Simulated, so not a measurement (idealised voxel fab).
process module | voxel local oxidation
Each square cell in cross-section cut measures 5 nm, and the section as a whole is 285 nm wide.
Cross-section = grid of square cells, listed top down in bands; band = one or more rows. What a band's entry tells you: where the top is and where the bottom is, as heights in nm, and after that what lies inside, material by material from left to right, each with its width in nm. Empty space is written as the word "empty", and a single material marked with the word "everywhere" occupies the band from edge to edge. All heights in this document are referenced to 0, defined as the level beneath which the wafer, as received, consists entirely of one material. The lowest band is not bounded below; it extends indefinitely downward and is written in the form "0 down". It should be noted that a width expressed as "30..40" varies in equal increments from row to row of cells within the band, taking the value of the first number at the top row and that of the second number at the bottom row. You'll sometimes find "remained the same" written for a step, and that's the way of saying that nowhere in the cross-section did a cell change during that step. The label "Voids, sealed" introduces a list of the empty spaces, 8 cells or larger, that have no open way up to the top; each entry in it reads width x height at distance, where the distance is taken from the left edge and all three are stated in nm. Read whatever lies past the settings on a step's line as the simulator's own remark about the step. "overlay nm" on a masked step: distance the mask lay right of its planned place, negative for left.

## These are the steps we planned for the process
- 1: RECEIVE (material Si)
- 2: CONFORMAL_DEP (material SiO2; thk nm 5)
- 3: CONFORMAL_DEP (material SiN; thk nm 10)
- 4: MASKED_ETCH (tone cover; mask id ACTIVE; width nm 100; etch materials SiN; depth nm 10; overlay nm 0)
- 5: SELECTIVE_ETCH (etch materials SiO2; depth nm 5)
- 6: OXIDIZE (depth nm 15)
- 7: STRIP (etch materials SiN)
The plan's step 4 width nm is the first wafer's value; the wafers differ in this setting and start identical.

## As received, i.e. after step 1: cross-section through the first of several wafers
> 0 down = Si everywhere
> Voids, sealed: none

## Cross-section of the first of several wafers once the module has run through its last step, step 7
> 5 to 0 = empty 95, SiO2 90, empty 100
> 0 to -15 = SiO2 110, Si 60, SiO2 115
> -15 down = Si everywhere
> Voids, sealed: none

## The last wafer as seen in cross-section at the end of the module
> 5 to 0 = empty 85, SiO2 115, empty 85
> 0 to -15 = SiO2 100, Si 85, SiO2 100
> -15 down = Si everywhere
> Voids, sealed: none

## What follows is a table in which each wafer occupies a row; for the wafer as it stands at the close of the module, the row states, material by material, how many cells have been gained (+) or lost (-) since receipt, and then gives its closed voids
width nm 100; -135 Si; +153 SiO2; Voids, sealed: none
width nm 105; -132 Si; +151 SiO2; Voids, sealed: none
width nm 110; -129 Si; +149 SiO2; Voids, sealed: none
width nm 115; -126 Si; +147 SiO2; Voids, sealed: none
width nm 120; -123 Si; +145 SiO2; Voids, sealed: none
width nm 125; -120 Si; +143 SiO2; Voids, sealed: none
